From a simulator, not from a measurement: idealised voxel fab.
The process module presented herein is designated voxel air gaps.
Displayed cross-section: cut, width of 225 nm, square cells sized 5 nm.
Cross-section spec: square-cell grid; bands listed top down; each band is one or more rows.
Each band's line starts with the height of the band's top and of its bottom, in nm. Then come its materials from left to right, each with its width in nm. One material with "everywhere" fills the band from edge to edge. "blank" is empty space.
Below 0: as-received wafer, all one material; heights counted from there. Lowest band: no bottom, goes on down, written "from 0 down".
Width: "30..40" (first number = top row, second number = bottom row, same change from row to row of cells).
You'll sometimes find "remains unaltered" written for a step, and that's the way of saying that nowhere in the cross-section did a cell change during that step.
Look at "Closed void table" for the closed voids: empty spaces with no open path to the top, sized 8 cells or up. Each is width x height at distance, distance from the left edge, all nm.
On a step's line, text after the settings is the simulator commenting on that step.
overlay nm: on a step with a mask, how far right of its planned place the mask lay; negative means left.

-- Process steps (planned)
- 1: RECEIVE [material Si]
- 2: CONFORMAL_DEP [material SiO2] [thk nm 10]
- 3: CONFORMAL_DEP [material SiCN] [thk nm 5]
- 4: DIRECTIONAL_DEP [material SiO2] [thk nm 35]
- 5: MASKED_ETCH [tone open] [mask id LINES] [width nm 15] [pitch nm 40] [etch materials SiO2] [depth nm 35] [overlay nm 0]
- 6: CONFORMAL_DEP [material TiN] [thk nm 5]
- 7: FILL_DEP [material Cu] [thk nm 5]
- 8: CMP [height nm 50]
- 9: EPI [material Ru] [thk nm 10]
- 10: SELECTIVE_ETCH [etch materials SiO2] [depth nm 45]
- 11: CONFORMAL_DEP [material SiCN] [thk nm 5]

-- First of the two wafers, run per plan

-- This is the cross-section of the wafer as we received it, i.e. after step 1
> from 0 down | Si everywhere
> Closed void table: none

-- after step 2
> from 10 to 0 | SiO2 everywhere
> below 0: unchanged

-- after step 3
> from 15 to 10 | SiCN everywhere
> below 10: unchanged

-- after step 4
> from 50 to 15 | SiO2 everywhere
> below 15: unchanged

-- after step 5
> from 50 to 15 | SiO2: 65; blank: 15; SiO2: 25; blank: 15; SiO2: 25; blank: 15; SiO2: 65
> below 15: unchanged

-- after step 6
> from 55 to 50 | TiN: 70; blank: 5; TiN: 35; blank: 5; TiN: 35; blank: 5; TiN: 70
> from 50 to 20 | SiO2: 65; TiN: 5; blank: 5; TiN: 5; SiO2: 25; TiN: 5; blank: 5; TiN: 5; SiO2: 25; TiN: 5; blank: 5; TiN: 5; SiO2: 65
> from 20 to 15 | SiO2: 65; TiN: 15; SiO2: 25; TiN: 15; SiO2: 25; TiN: 15; SiO2: 65
> below 15: unchanged

-- after step 7
> from 60 to 55 | Cu everywhere
> from 55 to 50 | TiN: 70; Cu: 5; TiN: 35; Cu: 5; TiN: 35; Cu: 5; TiN: 70
> from 50 to 20 | SiO2: 65; TiN: 5; Cu: 5; TiN: 5; SiO2: 25; TiN: 5; Cu: 5; TiN: 5; SiO2: 25; TiN: 5; Cu: 5; TiN: 5; SiO2: 65
> below 20: unchanged

-- after step 8
> from 50 to 20 | SiO2: 65; TiN: 5; Cu: 5; TiN: 5; SiO2: 25; TiN: 5; Cu: 5; TiN: 5; SiO2: 25; TiN: 5; Cu: 5; TiN: 5; SiO2: 65
> below 20: unchanged

-- after step 9
> from 60 to 50 | blank: 55; Ru: 35; blank: 5; Ru: 35; blank: 5; Ru: 35; blank: 55
> below 50: unchanged

-- after step 10
> from 60 to 50 | blank: 55; Ru: 35; blank: 5; Ru: 35; blank: 5; Ru: 35; blank: 55
> from 50 to 20 | blank: 65; TiN: 5; Cu: 5; TiN: 5; blank: 25; TiN: 5; Cu: 5; TiN: 5; blank: 25; TiN: 5; Cu: 5; TiN: 5; blank: 65
> from 20 to 15 | blank: 65; TiN: 15; blank: 25; TiN: 15; blank: 25; TiN: 15; blank: 65
> below 15: unchanged

-- after step 11
> from 65 to 60 | blank: 50; SiCN: 125; blank: 50
> from 60 to 50 | blank: 50; SiCN: 5; Ru: 35; SiCN: 5; Ru: 35; SiCN: 5; Ru: 35; SiCN: 5; blank: 50
> from 50 to 45 | blank: 50; SiCN: 15; TiN: 5; Cu: 5; TiN: 5; SiCN: 25; TiN: 5; Cu: 5; TiN: 5; SiCN: 25; TiN: 5; Cu: 5; TiN: 5; SiCN: 15; blank: 50
> from 45 to 20 | blank: 60; SiCN: 5; TiN: 5; Cu: 5; TiN: 5; SiCN: 5; blank: 15; SiCN: 5; TiN: 5; Cu: 5; TiN: 5; SiCN: 5; blank: 15; SiCN: 5; TiN: 5; Cu: 5; TiN: 5; SiCN: 5; blank: 60
> from 20 to 15 | SiCN: 65; TiN: 15; SiCN: 25; TiN: 15; SiCN: 25; TiN: 15; SiCN: 65
> below 15: unchanged
> Closed void table: 15 x 25 at 85; 15 x 25 at 125

-- Okay, second wafer. Nothing different at the start, nothing different in the plan, just one mistake somewhere in the running. As far as step 2, counting that step, it's the first wafer all over again

when step 3 should have ended: remains unaltered

-- when step 4 should have ended
> from 45 to 0 | SiO2 everywhere
> below 0: unchanged

-- when step 5 should have ended
> from 45 to 10 | SiO2: 65; blank: 15; SiO2: 25; blank: 15; SiO2: 25; blank: 15; SiO2: 65
> below 10: unchanged

-- when step 6 should have ended
> from 50 to 45 | TiN: 70; blank: 5; TiN: 35; blank: 5; TiN: 35; blank: 5; TiN: 70
> from 45 to 15 | SiO2: 65; TiN: 5; blank: 5; TiN: 5; SiO2: 25; TiN: 5; blank: 5; TiN: 5; SiO2: 25; TiN: 5; blank: 5; TiN: 5; SiO2: 65
> from 15 to 10 | SiO2: 65; TiN: 15; SiO2: 25; TiN: 15; SiO2: 25; TiN: 15; SiO2: 65
> below 10: unchanged

-- when step 7 should have ended
> from 55 to 50 | Cu everywhere
> from 50 to 45 | TiN: 70; Cu: 5; TiN: 35; Cu: 5; TiN: 35; Cu: 5; TiN: 70
> from 45 to 15 | SiO2: 65; TiN: 5; Cu: 5; TiN: 5; SiO2: 25; TiN: 5; Cu: 5; TiN: 5; SiO2: 25; TiN: 5; Cu: 5; TiN: 5; SiO2: 65
> below 15: unchanged

-- when step 8 should have ended
> from 50 to 45 | TiN: 70; Cu: 5; TiN: 35; Cu: 5; TiN: 35; Cu: 5; TiN: 70
> below 45: unchanged

-- when step 9 should have ended
> from 60 to 50 | Ru everywhere
> below 50: unchanged

when step 10 should have ended: remains unaltered

-- when step 11 should have ended
> from 65 to 60 | SiCN everywhere
> below 60: unchanged
what went wrong: not run: step 3 of the plan (skipped)
Bottom line after processing is that, in cells, the second wafer is up or down on some materials versus the first: Cu +3, Ru +48, SiCN -115, SiO2 +252, TiN +42
Closed voids, final: 2 / 0 (first wafer / second wafer).
